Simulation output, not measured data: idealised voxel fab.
Process module in this document: voxel transistor to metal
Cross-sectional view cut (width: 155 nm; square cell size: 5 nm).
When this document writes out a cross-section, it uses a grid of square cells and lists it as bands, beginning at the top and moving down, with a band standing for one or more rows of cells.
Read a band's entry like this: the first values are the height of its top and the height of its bottom in nm, and what follows is the sequence of materials from left to right, each with its width in nm. Note that "blank" is empty space, and that a single material marked "all across" reaches across the band from edge to edge.
Ref level 0: as-received wafer is one material below here. Bottom band extends down with no lower bound ("0..down").
Width spec "30 to 40" -> top row of cells at first value, bottom row at second value, equal per-row change in between.
Given "same as before" for a step, no cell of the cross-section differs between before and after that step.
This entry, "Sealed internal cavities", enumerates those empty regions of no fewer than 8 cells that possess no open connection to the top. Each region is reported in the form width x height at distance, the distance being taken from the left edge, with all three quantities expressed in nm.
Note: text after step settings on the step line = simulator remark on that step.
"overlay nm" answers the question of how far to the right of plan the mask lay on a step that has a mask, and when it is negative the answer is to the left.
# So here's the lineup of process steps we planned
- 1: RECEIVE [material Si]
- 2: CONFORMAL_DEP [material SiO2] [thk nm 5]
- 3: CONFORMAL_DEP [material SiN] [thk nm 15]
- 4: DIRECTIONAL_DEP [material aC] [thk nm 10]
- 5: PATTERN [tone cover] [mask id ACTIVE] [material resist] [width nm 95] [thk nm 30] [overlay nm 0]
- 6: DIRECTIONAL_ETCH [etch materials aC] [depth nm 10]
- 7: STRIP [etch materials resist]
- 8: DIRECTIONAL_ETCH [etch materials SiN] [depth nm 15]
- 9: DIRECTIONAL_ETCH [etch materials SiO2] [depth nm 5]
- 10: DIRECTIONAL_ETCH [etch materials Si] [depth nm 20]
- 11: STRIP [etch materials aC]
- 12: FILL_DEP [material SiO2] [thk nm 10]
- 13: CMP [height nm 20]
- 14: SELECTIVE_ETCH [etch materials SiO2] [depth nm 10]
- 15: STRIP [etch materials SiN]
- 16: SELECTIVE_ETCH [etch materials SiO2] [depth nm 5]
- 17: OXIDIZE [depth nm 5]
- 18: DIRECTIONAL_DEP [material polySi] [thk nm 25]
- 19: DIRECTIONAL_DEP [material SiCN] [thk nm 15]
- 20: DIRECTIONAL_DEP [material aC] [thk nm 15]
- 21: PATTERN [tone cover] [mask id GATE] [material resist] [width nm 15] [thk nm 35] [overlay nm 0]
- 22: DIRECTIONAL_ETCH [etch materials aC] [depth nm 15]
- 23: STRIP [etch materials resist]
- 24: DIRECTIONAL_ETCH [etch materials SiCN] [depth nm 25]
- 25: DIRECTIONAL_ETCH [etch materials polySi] [depth nm 35]
- 26: STRIP [etch materials aC]
- 27: CONFORMAL_DEP [material SiO2] [thk nm 5]
- 28: DIRECTIONAL_ETCH [etch materials SiO2] [depth nm 5]
- 29: CONFORMAL_DEP [material SiN] [thk nm 10]
- 30: DIRECTIONAL_ETCH [etch materials SiN] [depth nm 10]
- 31: DIRECTIONAL_ETCH [etch materials SiO2] [depth nm 5]
- 32: DIRECTIONAL_ETCH [etch materials Si] [depth nm 10]
- 33: EPI [material SiGe] [thk nm 10]
- 34: FILL_DEP [material SiO2] [thk nm 10]
- 35: CMP [height nm 40]
- 36: DIRECTIONAL_DEP [material SiO2] [thk nm 10]
- 37: DIRECTIONAL_DEP [material aC] [thk nm 15]
- 38: PATTERN [tone open] [mask id CONTACT] [material resist] [width nm 30] [pitch nm 55] [thk nm 30] [overlay nm 0]
- 39: DIRECTIONAL_ETCH [etch materials aC] [depth nm 15]
- 40: STRIP [etch materials resist]
- 41: DIRECTIONAL_ETCH [etch materials SiO2] [depth nm 45]
- 42: STRIP [etch materials aC]
- 43: CONFORMAL_DEP [material TiN] [thk nm 5]
- 44: FILL_DEP [material Ru] [thk nm 10]
- 45: CMP [height nm 50]
- 46: DIRECTIONAL_DEP [material TiN] [thk nm 5]
- 47: DIRECTIONAL_DEP [material W] [thk nm 20]
- 48: MASKED_ETCH [tone cover] [mask id METAL_1] [width nm 20] [pitch nm 65] [etch materials W] [depth nm 20] [overlay nm 0]
- 49: MASKED_ETCH [tone cover] [mask id METAL_1] [width nm 20] [pitch nm 65] [etch materials TiN] [depth nm 5] [overlay nm 0]
- 50: FILL_DEP [material SiO2] [thk nm 10]
- 51: CMP [height nm 75]
- 52: CONFORMAL_DEP [material SiN] [thk nm 5]
# Cross-section of the wafer upon arrival, representing the state reached after step 1
- 0..down: Si all across
- Sealed internal cavities: none
# Cross-sectional image of the first of two wafers at the end of the module, the run having proceeded as planned
- 80..75: SiN all across
- 75..55: 35 SiO2  20 W  45 SiO2  20 W  35 SiO2
- 55..50: 35 SiO2  20 TiN  45 SiO2  20 TiN  35 SiO2
- 50..40: 35 SiO2  5 TiN  20 to 10 Ru  5 to 15 TiN  25 SiO2  5 to 15 TiN  20 to 10 Ru  5 TiN  35 SiO2
- 40..25: 35 SiO2  5 TiN  10 Ru  5 TiN  10 SiN  5 SiO2  15 SiCN  5 SiO2  10 SiN  5 TiN  10 Ru  5 TiN  35 SiO2
- 25..10: 35 SiO2  5 TiN  10 Ru  5 TiN  10 SiN  5 SiO2  15 polySi  5 SiO2  10 SiN  5 TiN  10 Ru  5 TiN  35 SiO2
- 10..5: 35 SiO2  20 TiN  10 SiN  5 SiO2  15 polySi  5 SiO2  10 SiN  20 TiN  35 SiO2
- 5..0: 30 SiO2  10 SiN  15 SiGe  10 SiN  5 SiO2  15 polySi  5 SiO2  10 SiN  15 SiGe  10 SiN  30 SiO2
- 0..-5: 40 SiO2  15 SiGe  45 SiO2  15 SiGe  40 SiO2
- -5..-15: 30 SiO2  10 Si  15 SiGe  45 Si  15 SiGe  10 Si  30 SiO2
- -15..-20: 30 SiO2  95 Si  30 SiO2
- -20..down: Si all across
- Sealed internal cavities: none
# Second wafer of the two, sectioned at the end of the module. It began like the first and followed the same plan, but one mistake was made while running it
- 80..75: SiN all across
- 75..55: 35 SiO2  20 W  45 SiO2  20 W  35 SiO2
- 55..50: 35 SiO2  20 TiN  45 SiO2  20 TiN  35 SiO2
- 50..45: 30 Ru  5 TiN  30 SiO2  5 TiN  15 Ru  5 TiN  30 SiO2  5 TiN  30 Ru
- 45..40: 30 Ru  5 TiN  30 SiO2  25 TiN  30 SiO2  5 TiN  30 Ru
- 40..25: 30 Ru  5 TiN  20 SiO2  10 SiN  5 TiN  15 SiCN  5 TiN  10 SiN  20 SiO2  5 TiN  30 Ru
- 25..10: 30 Ru  5 TiN  20 SiO2  10 SiN  5 TiN  15 polySi  5 TiN  10 SiN  20 SiO2  5 TiN  30 Ru
- 10..5: 35 TiN  20 SiO2  10 SiN  5 TiN  15 polySi  5 TiN  10 SiN  20 SiO2  35 TiN
- 5..0: 30 SiO2  10 SiN  15 SiGe  10 SiN  5 SiO2  15 polySi  5 SiO2  10 SiN  15 SiGe  10 SiN  30 SiO2
- 0..-5: 40 SiO2  15 SiGe  45 SiO2  15 SiGe  40 SiO2
- -5..-15: 30 SiO2  10 Si  15 SiGe  45 Si  15 SiGe  10 Si  30 SiO2
- -15..-20: 30 SiO2  95 Si  30 SiO2
- -20..down: Si all across
- Sealed internal cavities: none
Error vs. plan: step 38 was processed under conditions differing from the plan, specifically as PATTERN [tone cover] [mask id CONTACT] [material resist] [width nm 30] [pitch nm 55] [thk nm 30] [overlay nm 0]
Wafer comparison, final, in cells, second relative to first, materials more or fewer: Ru: 63 more; SiO2: 70 fewer; TiN: 7 more
